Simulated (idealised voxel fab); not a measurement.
The process module that follows is named voxel released beams.
Cross-sectional view cut (width: 175 nm; square cell size: 5 nm).
Think of the cross-section as a grid of square cells. We describe it in bands, top to bottom, and each band covers one or more rows of those cells.
Read a band's entry like this: the first values are the height of its top and the height of its bottom in nm, and what follows is the sequence of materials from left to right, each with its width in nm. Note that "air" is empty space, and that a single material marked "all across" reaches across the band from edge to edge.
Height datum 0, below which the as-received substrate wafer is one material. Lowest band open at the bottom, running downward: "top 0, no bottom".
A width such as "30 to 40" changes by the same amount from each row of cells to the next, from the band's top row to its bottom row.
You'll sometimes find "left unchanged" written for a step, and that's the way of saying that nowhere in the cross-section did a cell change during that step.
You'll see "Closed void inventory" listing empty spaces that have no way open to the top, as long as they're 8 cells or more; the notation is width x height at distance, where the distance is from the left edge, and all of it is in nm.
It should be noted that, on the line of a given step, the content following the step's settings is a remark produced by the simulator itself with respect to that step.
"overlay nm" on a masked step: distance the mask lay right of its planned place, negative for left.

Steps in the process plan:
1,RECEIVE with material Si
2,CONFORMAL_DEP with material SiN, thk nm 5
3,DIRECTIONAL_DEP with material SiO2, thk nm 15
4,PATTERN with tone open, mask id ANCHOR, material resist, width nm 35, thk nm 15, overlay nm -15
5,DIRECTIONAL_ETCH with etch materials SiO2, depth nm 15
6,STRIP with etch materials resist
7,CONFORMAL_DEP with material W, thk nm 15
8,DIRECTIONAL_DEP with material aC, thk nm 10
9,PATTERN with tone cover, mask id BEAM, material resist, width nm 120, thk nm 25, overlay nm 0
10,DIRECTIONAL_ETCH with etch materials aC, depth nm 10
11,STRIP with etch materials resist
12,DIRECTIONAL_ETCH with etch materials W, depth nm 15
13,STRIP with etch materials aC
14,STRIP with etch materials SiO2
Variable across wafers: step 4 overlay nm (plan value is that of the first wafer; starting state common to all).

First of several wafers (as received, post step 1), cross-sectional view:
- top 0, no bottom  Si all across
- Closed void inventory: none

Once step 14, the last step, is complete, the module is at its end; this is the cross-section of the first of several wafers:
- top 35, bottom 20  air 25 nm | W 5 nm | air 5 nm | W 110 nm | air 30 nm
- top 20, bottom 5  air 15 nm | W 35 nm | air 125 nm
- top 5, bottom 0  SiN all across
- top 0, no bottom  Si all across
- Closed void inventory: none

Cross-section at module completion, last wafer:
- top 35, bottom 20  air 25 nm | W 35 nm | air 5 nm | W 80 nm | air 30 nm
- top 20, bottom 5  air 45 nm | W 35 nm | air 95 nm
- top 5, bottom 0  SiN all across
- top 0, no bottom  Si all across
- Closed void inventory: none

Tabulated below, wafer by wafer, are the end-of-module results: for each material, the number of cells gained (+) or lost (-) relative to the as-received state, followed by the closed voids:
overlay nm -15 | +35 SiN | +90 W | Closed void inventory: none
overlay nm -10 | +35 SiN | +90 W | Closed void inventory: none
overlay nm -5 | +35 SiN | +90 W | Closed void inventory: none
overlay nm 0 | +35 SiN | +90 W | Closed void inventory: none
overlay nm 5 | +35 SiN | +90 W | Closed void inventory: none
overlay nm 10 | +35 SiN | +90 W | Closed void inventory: none
overlay nm 15 | +35 SiN | +90 W | Closed void inventory: none
